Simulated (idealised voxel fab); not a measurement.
Proc. module: voxel tone inversion
The cross-section on display is named cut; it measures 165 nm wide, and its cells are 5 nm squares.
We lay out every cross-section as a grid of square cells and spell it out in bands from the top down, where one band means one or more rows of cells.
The band entry comprises the height of the band's top followed by the height of its bottom, expressed in nm, and subsequently the band's materials from left to right, each stated together with its width in nm. Where a single material is marked with the word "all across", that material fills the band from edge to edge. The word "blank" represents empty space.
We count height from 0. Below that, the starting wafer is all one material. The lowest band never ends at the bottom but goes on down; see "0..down" for how that is written.
With a width like "30->40", each row of cells in the band differs from the next by the same amount, the top row carrying the first number and the bottom row the second.
Where the words "no alteration" appear for a step, the cross-section shows no cell changed by that step; every cell remained as before.
"Trapped voids" - sealed voids, min. 8 cells, no opening to top; format: width x height at distance (distance from left edge; nm throughout).
That trailing text on a step's line, after the settings, is the simulator's own remark on the step.
Among the settings permitted on a step's line is "overlay nm"; applied to a step with a mask, it specifies the extent to which the mask lay to the right of its planned position, whereas a negative figure signifies a position to the left.

## So here's the lineup of process steps we planned
1) op RECEIVE | material Si
2) op CONFORMAL_DEP | material SiCN | thk nm 10
3) op DIRECTIONAL_DEP | material polySi | thk nm 15
4) op PATTERN | tone cover | mask id POSTS | material resist | width nm 15 | pitch nm 30 | thk nm 20 | overlay nm 0
5) op DIRECTIONAL_ETCH | etch materials polySi | depth nm 15
6) op STRIP | etch materials resist
7) op FILL_DEP | material SiO2 | thk nm 5
8) op CMP | height nm 25
9) op STRIP | etch materials polySi

## As-received wafer cross-section (after step 1)
> 0..down: Si all across
> Trapped voids: none

## Starting wafer: above. Plan: above. Run: one mistake. Cross-section after the module: below
> 25..10: 25 nm SiO2, 15 nm blank, 15 nm SiO2, 15 nm blank, 15 nm SiO2, 15 nm blank, 15 nm SiO2, 15 nm blank, 35 nm SiO2
> 10..0: SiCN all across
> 0..down: Si all across
> Trapped voids: none
Finding, execution versus plan: the process deviated at step 4: the operation and settings actually run there were op PATTERN | tone cover | mask id POSTS | material resist | width nm 15 | pitch nm 30 | thk nm 20 | overlay nm -5
